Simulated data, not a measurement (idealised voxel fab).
process module | voxel fin reveal
cross-section cut | 195 nm wide | cells 5 nm
A cross-section is a grid of square cells, given in bands from the top down. A band is one or more rows of cells.
Each band's line starts with the height of the band's top and of its bottom, in nm. Then come its materials from left to right, each with its width in nm. One material with "throughout" fills the band from edge to edge. "air" is empty space.
Height 0 is the level under which the wafer as received is all one material. The lowest band goes on downwards, as in "0 down".
A width such as "30 to 40" changes by the same amount from each row of cells to the next, from the band's top row to its bottom row.
"no change" after a step means that no cell of the cross-section changed.
closed voids: empty space of 8 cells or more with no open way to the top, each as width x height at its distance from the left edge, in nm
after a step's settings: what the simulator itself notes on the step
overlay nm, on a step with a mask: how far to the right of its planned place the mask lay; to the left if negative
plan
1 op RECEIVE | material Si
2 op CONFORMAL_DEP | material SiN | thk nm 10
3 op PATTERN | tone cover | mask id FINS | material resist | width nm 15 | pitch nm 45 | thk nm 20 | overlay nm 0
4 op DIRECTIONAL_ETCH | etch materials SiN | depth nm 10
5 op DIRECTIONAL_ETCH | etch materials Si | depth nm 35
6 op STRIP | etch materials resist
7 op FILL_DEP | material SiO2 | thk nm 15
8 op CMP | height nm 10
9 op SELECTIVE_ETCH | etch materials SiO2 | depth nm 35
10 op STRIP | etch materials SiN
first wafer, as planned
as received, after step 1
  0 down: Si throughout
  closed voids: none
after step 2
  10 to 0: SiN throughout
  below 0: unchanged
after step 3
  30 to 10: air 20 | resist 15 | air 30 | resist 15 | air 30 | resist 15 | air 30 | resist 15 | air 25
  below 10: unchanged
after step 4
  30 to 10: air 20 | resist 15 | air 30 | resist 15 | air 30 | resist 15 | air 30 | resist 15 | air 25
  10 to 0: air 20 | SiN 15 | air 30 | SiN 15 | air 30 | SiN 15 | air 30 | SiN 15 | air 25
  below 0: unchanged
after step 5
  30 to 10: air 20 | resist 15 | air 30 | resist 15 | air 30 | resist 15 | air 30 | resist 15 | air 25
  10 to 0: air 20 | SiN 15 | air 30 | SiN 15 | air 30 | SiN 15 | air 30 | SiN 15 | air 25
  0 to -35: air 20 | Si 15 | air 30 | Si 15 | air 30 | Si 15 | air 30 | Si 15 | air 25
  below -35: unchanged
after step 6
  10 to 0: air 20 | SiN 15 | air 30 | SiN 15 | air 30 | SiN 15 | air 30 | SiN 15 | air 25
  below 0: unchanged
after step 7
  25 to 10: SiO2 throughout
  10 to 0: SiO2 20 | SiN 15 | SiO2 30 | SiN 15 | SiO2 30 | SiN 15 | SiO2 30 | SiN 15 | SiO2 25
  0 to -35: SiO2 20 | Si 15 | SiO2 30 | Si 15 | SiO2 30 | Si 15 | SiO2 30 | Si 15 | SiO2 25
  below -35: unchanged
after step 8
  10 to 0: SiO2 20 | SiN 15 | SiO2 30 | SiN 15 | SiO2 30 | SiN 15 | SiO2 30 | SiN 15 | SiO2 25
  below 0: unchanged
after step 9
  10 to 0: air 20 | SiN 15 | air 30 | SiN 15 | air 30 | SiN 15 | air 30 | SiN 15 | air 25
  0 to -25: air 20 | Si 15 | air 30 | Si 15 | air 30 | Si 15 | air 30 | Si 15 | air 25
  below -25: unchanged
after step 10
  0 to -25: air 20 | Si 15 | air 30 | Si 15 | air 30 | Si 15 | air 30 | Si 15 | air 25
  below -25: unchanged
second wafer: like start, like plan, one mistake. Through step 2 it matches the first wafer
when step 3 should have ended
  30 to 10: resist 20 | air 15 | resist 30 | air 15 | resist 30 | air 15 | resist 30 | air 15 | resist 25
  below 10: unchanged
when step 4 should have ended
  30 to 10: resist 20 | air 15 | resist 30 | air 15 | resist 30 | air 15 | resist 30 | air 15 | resist 25
  10 to 0: SiN 20 | air 15 | SiN 30 | air 15 | SiN 30 | air 15 | SiN 30 | air 15 | SiN 25
  below 0: unchanged
when step 5 should have ended
  30 to 10: resist 20 | air 15 | resist 30 | air 15 | resist 30 | air 15 | resist 30 | air 15 | resist 25
  10 to 0: SiN 20 | air 15 | SiN 30 | air 15 | SiN 30 | air 15 | SiN 30 | air 15 | SiN 25
  0 to -35: Si 20 | air 15 | Si 30 | air 15 | Si 30 | air 15 | Si 30 | air 15 | Si 25
  below -35: unchanged
when step 6 should have ended
  10 to 0: SiN 20 | air 15 | SiN 30 | air 15 | SiN 30 | air 15 | SiN 30 | air 15 | SiN 25
  below 0: unchanged
when step 7 should have ended
  25 to 10: SiO2 throughout
  10 to 0: SiN 20 | SiO2 15 | SiN 30 | SiO2 15 | SiN 30 | SiO2 15 | SiN 30 | SiO2 15 | SiN 25
  0 to -35: Si 20 | SiO2 15 | Si 30 | SiO2 15 | Si 30 | SiO2 15 | Si 30 | SiO2 15 | Si 25
  below -35: unchanged
when step 8 should have ended
  10 to 0: SiN 20 | SiO2 15 | SiN 30 | SiO2 15 | SiN 30 | SiO2 15 | SiN 30 | SiO2 15 | SiN 25
  below 0: unchanged
when step 9 should have ended
  10 to 0: SiN 20 | air 15 | SiN 30 | air 15 | SiN 30 | air 15 | SiN 30 | air 15 | SiN 25
  0 to -25: Si 20 | air 15 | Si 30 | air 15 | Si 30 | air 15 | Si 30 | air 15 | Si 25
  below -25: unchanged
when step 10 should have ended
  0 to -25: Si 20 | air 15 | Si 30 | air 15 | Si 30 | air 15 | Si 30 | air 15 | Si 25
  below -25: unchanged
what went wrong: step 3 ran as: op PATTERN | tone open | mask id FINS | material resist | width nm 15 | pitch nm 45 | thk nm 20 | overlay nm 0
at the end the second wafer has, in cells: 105 more of Si | 30 fewer of SiO2
